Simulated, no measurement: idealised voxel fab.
The following is a process module called voxel transistor to metal.
The figure presents cross-section cut, which has a width of 190 nm and is divided into square cells with an edge length of 5 nm.
Format of a cross-section: grid, square cells. Given as bands. Order: top down. Band: one or more rows of cells.
What a band's entry tells you: where the top is and where the bottom is, as heights in nm, and after that what lies inside, material by material from left to right, each with its width in nm. Empty space is written as the word "blank", and a single material marked with the word "everywhere" occupies the band from edge to edge.
Heights from 0 (as-received wafer is one material below). Bottom band endless downward, as "0 and below".
Note: "30 to 40" means the width goes from the first number (top row of the band) to the second number (bottom row) in equal steps per row of cells.
Step note "nothing was modified" = no cross-section cell changed.
Under "Non-vented voids" you'll find the enclosed gaps, the ones with no way out to the top, that are 8 cells or bigger; each reads width x height at distance, with distance counted from the left edge, everything in nm.
Whatever follows a step's settings on its line is a remark the simulator itself makes about that step.
"overlay nm" on a masked step: distance the mask lay right of its planned place, negative for left.
Planned step list for the process
1 RECEIVE (material Si)
2 CONFORMAL_DEP (material SiO2; thk nm 5)
3 CONFORMAL_DEP (material SiN; thk nm 10)
4 DIRECTIONAL_DEP (material aC; thk nm 10)
5 PATTERN (tone cover; mask id ACTIVE; material resist; width nm 85; thk nm 30; overlay nm 0)
6 DIRECTIONAL_ETCH (etch materials aC; depth nm 10)
7 STRIP (etch materials resist)
8 DIRECTIONAL_ETCH (etch materials SiN; depth nm 10)
9 DIRECTIONAL_ETCH (etch materials SiO2; depth nm 5)
10 DIRECTIONAL_ETCH (etch materials Si; depth nm 30)
11 STRIP (etch materials aC)
12 FILL_DEP (material SiO2; thk nm 10)
13 CMP (height nm 15)
14 SELECTIVE_ETCH (etch materials SiO2; depth nm 5)
15 STRIP (etch materials SiN)
16 SELECTIVE_ETCH (etch materials SiO2; depth nm 5)
17 OXIDIZE (depth nm 5)
18 DIRECTIONAL_DEP (material polySi; thk nm 25)
19 DIRECTIONAL_DEP (material SiCN; thk nm 15)
20 MASKED_ETCH (tone cover; mask id GATE; width nm 15; etch materials SiCN; depth nm 25; overlay nm 0)
21 MASKED_ETCH (tone cover; mask id GATE; width nm 15; etch materials polySi; depth nm 35; overlay nm 0)
22 CONFORMAL_DEP (material SiN; thk nm 5)
23 DIRECTIONAL_ETCH (etch materials SiN; depth nm 5)
24 DIRECTIONAL_ETCH (etch materials SiO2; depth nm 5)
25 EPI (material nSi; thk nm 5)
26 FILL_DEP (material SiO2; thk nm 10)
27 CMP (height nm 40)
28 DIRECTIONAL_DEP (material SiO2; thk nm 10)
29 DIRECTIONAL_DEP (material aC; thk nm 10)
30 PATTERN (tone open; mask id CONTACT; material resist; width nm 25; pitch nm 50; thk nm 30; overlay nm 0)
31 DIRECTIONAL_ETCH (etch materials aC; depth nm 10)
32 STRIP (etch materials resist)
33 DIRECTIONAL_ETCH (etch materials SiO2; depth nm 50)
34 STRIP (etch materials aC)
35 CONFORMAL_DEP (material TiN; thk nm 5)
36 FILL_DEP (material W; thk nm 5)
37 CMP (height nm 50)
38 CONFORMAL_DEP (material SiN; thk nm 5)
39 DIRECTIONAL_DEP (material lowk; thk nm 25)
40 PATTERN (tone open; mask id METAL_1; material resist; width nm 15; pitch nm 60; thk nm 20; overlay nm 0)
41 DIRECTIONAL_ETCH (etch materials lowk; depth nm 25)
42 DIRECTIONAL_ETCH (etch materials SiN; depth nm 5)
43 STRIP (etch materials resist)
44 CONFORMAL_DEP (material TiN; thk nm 5)
45 FILL_DEP (material Ru; thk nm 5)
46 CMP (height nm 80)
47 CONFORMAL_DEP (material SiCN; thk nm 5)
Cross-section, incoming material, after step 1
- 0 and below = Si everywhere
- Non-vented voids: none
Post-module cross-section of the first of two wafers (run per plan)
- 85 down to 80 = SiCN everywhere
- 80 down to 55 = 55 nm lowk | 5 nm TiN | 5 nm Ru | 5 nm TiN | 45 nm lowk | 5 nm TiN | 5 nm Ru | 5 nm TiN | 60 nm lowk
- 55 down to 50 = 55 nm SiN | 15 nm TiN | 45 nm SiN | 15 nm TiN | 60 nm SiN
- 50 down to 40 = 55 nm SiO2 | 5 nm TiN | 15 nm W | 5 nm TiN | 25 nm SiO2 | 5 nm TiN | 15 nm W | 5 nm TiN | 60 nm SiO2
- 40 down to 25 = 55 nm SiO2 | 5 nm TiN | 15 nm W | 5 nm TiN | 5 nm SiN | 15 nm SiCN | 5 nm SiN | 5 nm TiN | 15 nm W | 5 nm TiN | 60 nm SiO2
- 25 down to 5 = 55 nm SiO2 | 5 nm TiN | 15 nm W | 5 nm TiN | 5 nm SiN | 15 nm polySi | 5 nm SiN | 5 nm TiN | 15 nm W | 5 nm TiN | 60 nm SiO2
- 5 down to 0 = 45 nm SiO2 | 5 nm SiN | 5 nm SiO2 | 25 nm TiN | 5 nm SiN | 15 nm polySi | 5 nm SiN | 25 nm TiN | 5 nm SiO2 | 5 nm SiN | 50 nm SiO2
- 0 down to -5 = 50 nm SiO2 | 30 nm nSi | 25 nm SiO2 | 30 nm nSi | 55 nm SiO2
- -5 down to -30 = 50 nm SiO2 | 85 nm Si | 55 nm SiO2
- -30 and below = Si everywhere
- Non-vented voids: none
Wafer two (of two), end-of-module cross-section: start = wafer one, plan = wafer one, one run mistake
- 85 down to 80 = SiCN everywhere
- 80 down to 55 = 55 nm lowk | 5 nm TiN | 5 nm Ru | 5 nm TiN | 45 nm lowk | 5 nm TiN | 5 nm Ru | 5 nm TiN | 60 nm lowk
- 55 down to 50 = 55 nm SiN | 15 nm TiN | 45 nm SiN | 15 nm TiN | 60 nm SiN
- 50 down to 40 = 55 nm SiO2 | 5 nm TiN | 15 nm W | 5 nm TiN | 25 nm SiO2 | 5 nm TiN | 15 nm W | 5 nm TiN | 60 nm SiO2
- 40 down to 35 = 55 nm SiO2 | 5 nm TiN | 15 nm W | 5 nm TiN | 5 nm SiN | 15 nm SiCN | 5 nm SiN | 5 nm TiN | 15 nm W | 5 nm TiN | 60 nm SiO2
- 35 down to 30 = 45 nm SiCN | 5 nm SiN | 5 nm SiO2 | 25 nm TiN | 5 nm SiN | 15 nm SiCN | 5 nm SiN | 25 nm TiN | 5 nm SiO2 | 5 nm SiN | 50 nm SiCN
- 30 down to 25 = 45 nm polySi | 95 nm SiCN | 50 nm polySi
- 25 down to 5 = polySi everywhere
- 5 down to 0 = 45 nm SiO2 | 95 nm polySi | 50 nm SiO2
- 0 down to -5 = SiO2 everywhere
- -5 down to -30 = 50 nm SiO2 | 85 nm Si | 55 nm SiO2
- -30 and below = Si everywhere
- Non-vented voids: none
Processing error: it should be noted that step 19 of the plan was executed twice
The closing comparison, in cells, has the second wafer with more or fewer of some materials than the first: +35 SiCN, -12 SiN, -126 SiO2, -24 TiN, -36 W, -12 nSi, +175 polySi
